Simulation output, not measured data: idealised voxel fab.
process module | voxel spacer lines
cross-section cut | 195 nm wide | cells 5 nm
A cross-section is a grid of square cells, given in bands from the top down. A band is one or more rows of cells.
Each band's line starts with the height of the band's top and of its bottom, in nm. Then come its materials from left to right, each with its width in nm. One material with "throughout" fills the band from edge to edge. "air" is empty space.
Height 0 is the level under which the wafer as received is all one material. The lowest band goes on downwards, as in "0 down".
A width such as "30 to 40" changes by the same amount from each row of cells to the next, from the band's top row to its bottom row.
"no change" after a step means that no cell of the cross-section changed.
closed voids: empty space of 8 cells or more with no open way to the top, each as width x height at its distance from the left edge, in nm
after a step's settings: what the simulator itself notes on the step
overlay nm, on a step with a mask: how far to the right of its planned place the mask lay; to the left if negative
plan
1 op RECEIVE | material Si
2 op CONFORMAL_DEP | material Al2O3 | thk nm 5
3 op DIRECTIONAL_DEP | material TiN | thk nm 15
4 op DIRECTIONAL_DEP | material polySi | thk nm 30
5 op PATTERN | tone cover | mask id MANDREL | material resist | width nm 20 | pitch nm 70 | thk nm 35 | overlay nm 0
6 op DIRECTIONAL_ETCH | etch materials polySi | depth nm 30
7 op STRIP | etch materials resist
8 op CONFORMAL_DEP | material SiO2 | thk nm 15
9 op DIRECTIONAL_ETCH | etch materials SiO2 | depth nm 15
10 op STRIP | etch materials polySi
11 op DIRECTIONAL_ETCH | etch materials TiN | depth nm 15
12 op STRIP | etch materials SiO2
first wafer, as planned
as received, after step 1
  0 down: Si throughout
  closed voids: none
after step 2
  5 to 0: Al2O3 throughout
  below 0: unchanged
after step 3
  20 to 5: TiN throughout
  below 5: unchanged
after step 4
  50 to 20: polySi throughout
  below 20: unchanged
after step 5
  85 to 50: air 15 | resist 20 | air 50 | resist 20 | air 50 | resist 20 | air 20
  below 50: unchanged
after step 6
  85 to 50: air 15 | resist 20 | air 50 | resist 20 | air 50 | resist 20 | air 20
  50 to 20: air 15 | polySi 20 | air 50 | polySi 20 | air 50 | polySi 20 | air 20
  below 20: unchanged
after step 7
  50 to 20: air 15 | polySi 20 | air 50 | polySi 20 | air 50 | polySi 20 | air 20
  below 20: unchanged
after step 8
  65 to 50: SiO2 50 | air 20 | SiO2 50 | air 20 | SiO2 50 | air 5
  50 to 35: SiO2 15 | polySi 20 | SiO2 15 | air 20 | SiO2 15 | polySi 20 | SiO2 15 | air 20 | SiO2 15 | polySi 20 | SiO2 15 | air 5
  35 to 20: SiO2 15 | polySi 20 | SiO2 50 | polySi 20 | SiO2 50 | polySi 20 | SiO2 20
  below 20: unchanged
after step 9
  50 to 20: SiO2 15 | polySi 20 | SiO2 15 | air 20 | SiO2 15 | polySi 20 | SiO2 15 | air 20 | SiO2 15 | polySi 20 | SiO2 15 | air 5
  below 20: unchanged
after step 10
  50 to 20: SiO2 15 | air 20 | SiO2 15 | air 20 | SiO2 15 | air 20 | SiO2 15 | air 20 | SiO2 15 | air 20 | SiO2 15 | air 5
  below 20: unchanged
after step 11
  50 to 20: SiO2 15 | air 20 | SiO2 15 | air 20 | SiO2 15 | air 20 | SiO2 15 | air 20 | SiO2 15 | air 20 | SiO2 15 | air 5
  20 to 5: TiN 15 | air 20 | TiN 15 | air 20 | TiN 15 | air 20 | TiN 15 | air 20 | TiN 15 | air 20 | TiN 15 | air 5
  below 5: unchanged
after step 12
  20 to 5: TiN 15 | air 20 | TiN 15 | air 20 | TiN 15 | air 20 | TiN 15 | air 20 | TiN 15 | air 20 | TiN 15 | air 5
  below 5: unchanged
second wafer: like start, like plan, one mistake. Through step 4 it matches the first wafer
when step 5 should have ended
  85 to 50: resist 15 | air 20 | resist 50 | air 20 | resist 50 | air 20 | resist 20
  below 50: unchanged
when step 6 should have ended
  85 to 50: resist 15 | air 20 | resist 50 | air 20 | resist 50 | air 20 | resist 20
  50 to 20: polySi 15 | air 20 | polySi 50 | air 20 | polySi 50 | air 20 | polySi 20
  below 20: unchanged
when step 7 should have ended
  50 to 20: polySi 15 | air 20 | polySi 50 | air 20 | polySi 50 | air 20 | polySi 20
  below 20: unchanged
when step 8 should have ended
  65 to 50: SiO2 throughout
  50 to 20: polySi 15 | SiO2 20 | polySi 50 | SiO2 20 | polySi 50 | SiO2 20 | polySi 20
  below 20: unchanged
when step 9 should have ended
  50 to 20: polySi 15 | SiO2 20 | polySi 50 | SiO2 20 | polySi 50 | SiO2 20 | polySi 20
  below 20: unchanged
when step 10 should have ended
  50 to 20: air 15 | SiO2 20 | air 50 | SiO2 20 | air 50 | SiO2 20 | air 20
  below 20: unchanged
when step 11 should have ended
  50 to 20: air 15 | SiO2 20 | air 50 | SiO2 20 | air 50 | SiO2 20 | air 20
  20 to 5: air 15 | TiN 20 | air 50 | TiN 20 | air 50 | TiN 20 | air 20
  below 5: unchanged
when step 12 should have ended
  20 to 5: air 15 | TiN 20 | air 50 | TiN 20 | air 50 | TiN 20 | air 20
  below 5: unchanged
what went wrong: step 5 ran as: op PATTERN | tone open | mask id MANDREL | material resist | width nm 20 | pitch nm 70 | thk nm 35 | overlay nm 0
at the end the second wafer has, in cells: 18 fewer of TiN
